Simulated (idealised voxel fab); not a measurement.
The following is a process module called voxel quadruple lines.
280 nm wide, 5 nm square cells: that's cross-section cut.
We lay out every cross-section as a grid of square cells and spell it out in bands from the top down, where one band means one or more rows of cells.
Top height, bottom height, nm. Materials left to right, width each, nm. Single material + "all across" = fills band edge to edge. "blank" = empty.
Height 0 is the level under which the wafer as received is all one material. The lowest band goes on downwards, as in "0..down".
Graded width ("30->40"): value in top row of band = first number; value in bottom row = second number; row-to-row change constant.
"no modification" -> step changed no cross-section cell.
If an empty space has no open way to the top and is at least 8 cells in size, "Sealed internal voids" lists it, written width x height at distance, where distance is measured from the left edge and every value is in nm.
Text after the settings on a step's line: the simulator's own remark on that step.
overlay nm: mask right of planned place by this much (step with mask). Neg. = left.
So here's the lineup of process steps we planned
1: op RECEIVE | material Si
2: op CONFORMAL_DEP | material SiO2 | thk nm 5
3: op DIRECTIONAL_DEP | material W | thk nm 10
4: op DIRECTIONAL_DEP | material polySi | thk nm 15
5: op DIRECTIONAL_DEP | material aC | thk nm 25
6: op PATTERN | tone cover | mask id MANDREL | material resist | width nm 30 | thk nm 35 | overlay nm 0
7: op DIRECTIONAL_ETCH | etch materials aC | depth nm 25
8: op STRIP | etch materials resist
9: op CONFORMAL_DEP | material SiO2 | thk nm 10
10: op DIRECTIONAL_ETCH | etch materials SiO2 | depth nm 10
11: op STRIP | etch materials aC
12: op DIRECTIONAL_ETCH | etch materials polySi | depth nm 15
13: op STRIP | etch materials SiO2
14: op CONFORMAL_DEP | material SiN | thk nm 10
15: op DIRECTIONAL_ETCH | etch materials SiN | depth nm 10
16: op STRIP | etch materials polySi
17: op DIRECTIONAL_ETCH | etch materials W | depth nm 10
18: op STRIP | etch materials SiN
Cross-section of the wafer at receipt, which is the condition after step 1
> 0..down | Si all across
> Sealed internal voids: none
First wafer at the end, as planned
> 15..5 | blank: 105, W: 10, blank: 10, W: 10, blank: 10, W: 10, blank: 10, W: 10, blank: 105
> 5..0 | SiO2 all across
> 0..down | Si all across
> Sealed internal voids: none
Cross-section, wafer two of two, end of module: same start and plan as wafer one, one error in execution
> 15..5 | blank: 105, W: 30, blank: 10, W: 30, blank: 105
> 5..0 | SiO2 all across
> 0..down | Si all across
> Sealed internal voids: none
Heads up, the wafer didn't run the way we planned it: steps 16 and 17 run out of order (swapped)
Final cells, second wafer relative to first, materials higher or lower: +8 W
